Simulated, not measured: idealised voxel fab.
process module | voxel transistor to metal
cross-section cut | 205 nm wide | cells 5 nm
A cross-section is a grid of square cells, given in bands from the top down. A band is one or more rows of cells.
Each band's line starts with the height of the band's top and of its bottom, in nm. Then come its materials from left to right, each with its width in nm. One material with "throughout" fills the band from edge to edge. "air" is empty space.
Height 0 is the level under which the wafer as received is all one material. The lowest band goes on downwards, as in "0 down".
A width such as "30 to 40" changes by the same amount from each row of cells to the next, from the band's top row to its bottom row.
"no change" after a step means that no cell of the cross-section changed.
closed voids: empty space of 8 cells or more with no open way to the top, each as width x height at its distance from the left edge, in nm
after a step's settings: what the simulator itself notes on the step
overlay nm, on a step with a mask: how far to the right of its planned place the mask lay; to the left if negative
plan
1 op RECEIVE | material Si
2 op CONFORMAL_DEP | material SiO2 | thk nm 5
3 op CONFORMAL_DEP | material SiN | thk nm 10
4 op DIRECTIONAL_DEP | material aC | thk nm 10
5 op PATTERN | tone cover | mask id ACTIVE | material resist | width nm 135 | thk nm 30 | overlay nm 0
6 op DIRECTIONAL_ETCH | etch materials aC | depth nm 10
7 op STRIP | etch materials resist
8 op DIRECTIONAL_ETCH | etch materials SiN | depth nm 10
9 op DIRECTIONAL_ETCH | etch materials SiO2 | depth nm 5
10 op DIRECTIONAL_ETCH | etch materials Si | depth nm 30
11 op STRIP | etch materials aC
12 op FILL_DEP | material SiO2 | thk nm 15
13 op CMP | height nm 15
14 op SELECTIVE_ETCH | etch materials SiO2 | depth nm 10
15 op STRIP | etch materials SiN
16 op SELECTIVE_ETCH | etch materials SiO2 | depth nm 5
17 op OXIDIZE | depth nm 5
18 op DIRECTIONAL_DEP | material polySi | thk nm 25
19 op DIRECTIONAL_DEP | material SiCN | thk nm 15
20 op MASKED_ETCH | tone cover | mask id GATE | width nm 35 | etch materials SiCN | depth nm 25 | overlay nm 0
21 op MASKED_ETCH | tone cover | mask id GATE | width nm 35 | etch materials polySi | depth nm 35 | overlay nm 0
22 op CONFORMAL_DEP | material SiN | thk nm 10
23 op DIRECTIONAL_ETCH | etch materials SiN | depth nm 10
24 op DIRECTIONAL_ETCH | etch materials SiO2 | depth nm 5
25 op DIRECTIONAL_ETCH | etch materials Si | depth nm 5
26 op EPI | material SiGe | thk nm 5
27 op FILL_DEP | material SiO2 | thk nm 5
28 op CMP | height nm 25
29 op STRIP | etch materials polySi
30 op SELECTIVE_ETCH | etch materials SiO2 | depth nm 5
31 op CONFORMAL_DEP | material HfO2 | thk nm 5
32 op CONFORMAL_DEP | material TiN | thk nm 5
33 op FILL_DEP | material W | thk nm 10
34 op CMP | height nm 20
35 op DIRECTIONAL_DEP | material SiO2 | thk nm 15
36 op PATTERN | tone open | mask id CONTACT | material resist | width nm 20 | pitch nm 95 | thk nm 20 | overlay nm 0
37 op DIRECTIONAL_ETCH | etch materials SiO2 | depth nm 40
38 op STRIP | etch materials resist
39 op CONFORMAL_DEP | material TiN | thk nm 5
40 op FILL_DEP | material W | thk nm 5
41 op CMP | height nm 35
42 op DIRECTIONAL_DEP | material TiN | thk nm 5
43 op DIRECTIONAL_DEP | material W | thk nm 25
44 op DIRECTIONAL_DEP | material aC | thk nm 15
45 op PATTERN | tone cover | mask id METAL_1 | material resist | width nm 20 | pitch nm 95 | thk nm 30 | overlay nm 0
46 op DIRECTIONAL_ETCH | etch materials aC | depth nm 15
47 op STRIP | etch materials resist
48 op DIRECTIONAL_ETCH | etch materials W | depth nm 25
49 op DIRECTIONAL_ETCH | etch materials TiN | depth nm 5
50 op STRIP | etch materials aC
51 op CONFORMAL_DEP | material SiN | thk nm 5
52 op FILL_DEP | material lowk | thk nm 10
53 op CMP | height nm 65
54 op CONFORMAL_DEP | material SiCN | thk nm 5
as received, after step 1
  0 down: Si throughout
  closed voids: none
first wafer at the end, as planned
  70 to 65: SiCN throughout
  65 to 40: lowk 40 | SiN 5 | W 20 | SiN 5 | lowk 65 | SiN 5 | W 20 | SiN 5 | lowk 40
  40 to 35: SiN 45 | TiN 20 | SiN 75 | TiN 20 | SiN 45
  35 to 20: SiO2 45 | TiN 5 | W 10 | TiN 5 | SiO2 75 | TiN 5 | W 10 | TiN 5 | SiO2 45
  20 to 5: SiO2 45 | TiN 5 | W 10 | TiN 5 | SiO2 10 | SiN 10 | HfO2 5 | TiN 5 | W 15 | TiN 5 | HfO2 5 | SiN 10 | SiO2 10 | TiN 5 | W 10 | TiN 5 | SiO2 45
  5 to 0: SiO2 45 | TiN 5 | W 10 | TiN 5 | SiO2 10 | SiN 10 | HfO2 5 | TiN 25 | HfO2 5 | SiN 10 | SiO2 10 | TiN 5 | W 10 | TiN 5 | SiO2 45
  0 to -5: SiO2 45 | TiN 20 | SiO2 5 | SiGe 5 | SiO2 5 | HfO2 45 | SiO2 5 | SiGe 5 | SiO2 5 | TiN 20 | SiO2 45
  -5 to -10: SiO2 35 | SiGe 40 | Si 55 | SiGe 40 | SiO2 35
  -10 to -30: SiO2 35 | Si 135 | SiO2 35
  -30 down: Si throughout
  closed voids: none
second wafer at the end: like start, like plan, one mistake
  70 to 65: SiCN throughout
  65 to 40: lowk 40 | SiN 5 | W 20 | SiN 5 | lowk 65 | SiN 5 | W 20 | SiN 5 | lowk 40
  40 to 35: SiN 45 | TiN 20 | SiN 75 | TiN 20 | SiN 45
  35 to 20: SiO2 45 | TiN 5 | W 10 | TiN 5 | SiO2 75 | TiN 5 | W 10 | TiN 5 | SiO2 45
  20 to 15: SiO2 45 | TiN 5 | W 10 | TiN 5 | SiO2 10 | SiN 10 | HfO2 5 | TiN 5 | W 15 | TiN 5 | HfO2 5 | SiN 10 | SiO2 10 | TiN 5 | W 10 | TiN 5 | SiO2 45
  15 to 10: SiO2 45 | TiN 20 | SiO2 10 | SiN 10 | HfO2 5 | TiN 5 | W 15 | TiN 5 | HfO2 5 | SiN 10 | SiO2 10 | TiN 20 | SiO2 45
  10 to 5: SiO2 75 | SiN 10 | HfO2 5 | TiN 5 | W 15 | TiN 5 | HfO2 5 | SiN 10 | SiO2 75
  5 to 0: SiO2 75 | SiN 10 | HfO2 5 | TiN 25 | HfO2 5 | SiN 10 | SiO2 75
  0 to -5: SiO2 70 | SiGe 5 | SiO2 5 | HfO2 45 | SiO2 5 | SiGe 5 | SiO2 70
  -5 to -10: SiO2 35 | SiGe 40 | Si 55 | SiGe 40 | SiO2 35
  -10 to -30: SiO2 35 | Si 135 | SiO2 35
  -30 down: Si throughout
  closed voids: none
what went wrong: step 35 was run twice
at the end the second wafer has, in cells: 24 more of SiO2 | 12 fewer of TiN | 12 fewer of W
